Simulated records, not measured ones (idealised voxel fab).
The following process module bears the name voxel gate over fins.
Xsec cut, 145 nm wide, square cell size 5 nm.
Throughout this document, each cross-section is represented as a grid of square cells and is presented as a sequence of bands enumerated from the top downward, where a band comprises one or more rows of cells. The entry gives the band's vertical extent as a top height and a bottom height in nm, then its horizontal make-up as materials from left to right, each with a width in nm. "empty" stands for empty space; a single material marked "full width" fills the band edge to edge. A quick word on heights: they are counted from 0, and under that level the wafer as it came to us is one material throughout. The lowest band is different from the rest in having no bottom; it simply continues downward, written as in "0 down". It should be noted that a width expressed as "30->40" varies in equal increments from row to row of cells within the band, taking the value of the first number at the top row and that of the second number at the bottom row. For the purposes of this document, the phrase "identical to before" attached to a step denotes that no cell within the cross-section was modified by that step. The entry titled "Closed cavities" provides the empty spaces that have no open way to the top, restricted to those of 8 cells or more. Each is presented as width x height at distance, the distance being measured from the left edge, with all three in nm. Read whatever lies past the settings on a step's line as the simulator's own remark about the step. When a step includes a mask, the "overlay nm" setting on its line states how far to the right of its planned place that mask lay, and negative values state how far to the left.
Process steps foreseen in the plan
1,op RECEIVE | material Si
2,op CONFORMAL_DEP | material SiN | thk nm 5
3,op MASKED_ETCH | tone cover | mask id FINS | width nm 15 | pitch nm 35 | etch materials SiN | depth nm 5 | overlay nm 0
4,op MASKED_ETCH | tone cover | mask id FINS | width nm 15 | pitch nm 35 | etch materials Si | depth nm 30 | overlay nm 0
5,op FILL_DEP | material SiO2 | thk nm 10
6,op CMP | height nm 5
7,op SELECTIVE_ETCH | etch materials SiO2 | depth nm 20
8,op STRIP | etch materials SiN
9,op CONFORMAL_DEP | material HfO2 | thk nm 5
10,op CONFORMAL_DEP | material TiN | thk nm 5
11,op CONFORMAL_DEP | material TiAl | thk nm 5
12,op CONFORMAL_DEP | material TiN | thk nm 5
13,op FILL_DEP | material W | thk nm 10
14,op CMP | height nm 25
15,op CONFORMAL_DEP | material SiN | thk nm 5
As received (post step 1): cross-section
	0 down: Si full width
	Closed cavities: none
Figure: cross-sectional view of the wafer upon completion of the module, processed from the initial state and according to the plan depicted above, with one error introduced during execution
	30 to 25: SiN full width
	25 to 20: W full width
	20 to 15: W 25 nm | TiN 90 nm | W 30 nm
	15 to 10: W 25 nm | TiN 5 nm | TiAl 80 nm | TiN 5 nm | W 30 nm
	10 to 5: W 25 nm | TiN 5 nm | TiAl 5 nm | HfO2 70 nm | TiAl 5 nm | TiN 5 nm | W 30 nm
	5 to 0: TiN 30 nm | TiAl 5 nm | HfO2 5 nm | TiN 25 nm | HfO2 10 nm | TiN 25 nm | HfO2 5 nm | TiAl 5 nm | TiN 35 nm
	0 to -5: TiAl 35 nm | HfO2 5 nm | TiN 5 nm | Si 15 nm | TiN 5 nm | HfO2 10 nm | TiN 5 nm | Si 15 nm | TiN 5 nm | HfO2 5 nm | TiAl 40 nm
	-5 to -10: HfO2 40 nm | TiN 5 nm | Si 15 nm | TiN 5 nm | HfO2 10 nm | TiN 5 nm | Si 15 nm | TiN 5 nm | HfO2 45 nm
	-10 to -15: TiN 45 nm | Si 15 nm | TiN 20 nm | Si 15 nm | TiN 50 nm
	-15 to -30: SiO2 45 nm | Si 15 nm | SiO2 20 nm | Si 15 nm | SiO2 50 nm
	-30 down: Si full width
	Closed cavities: none
what went wrong: contrary to the plan, steps 9 and 10 were processed in exchanged order
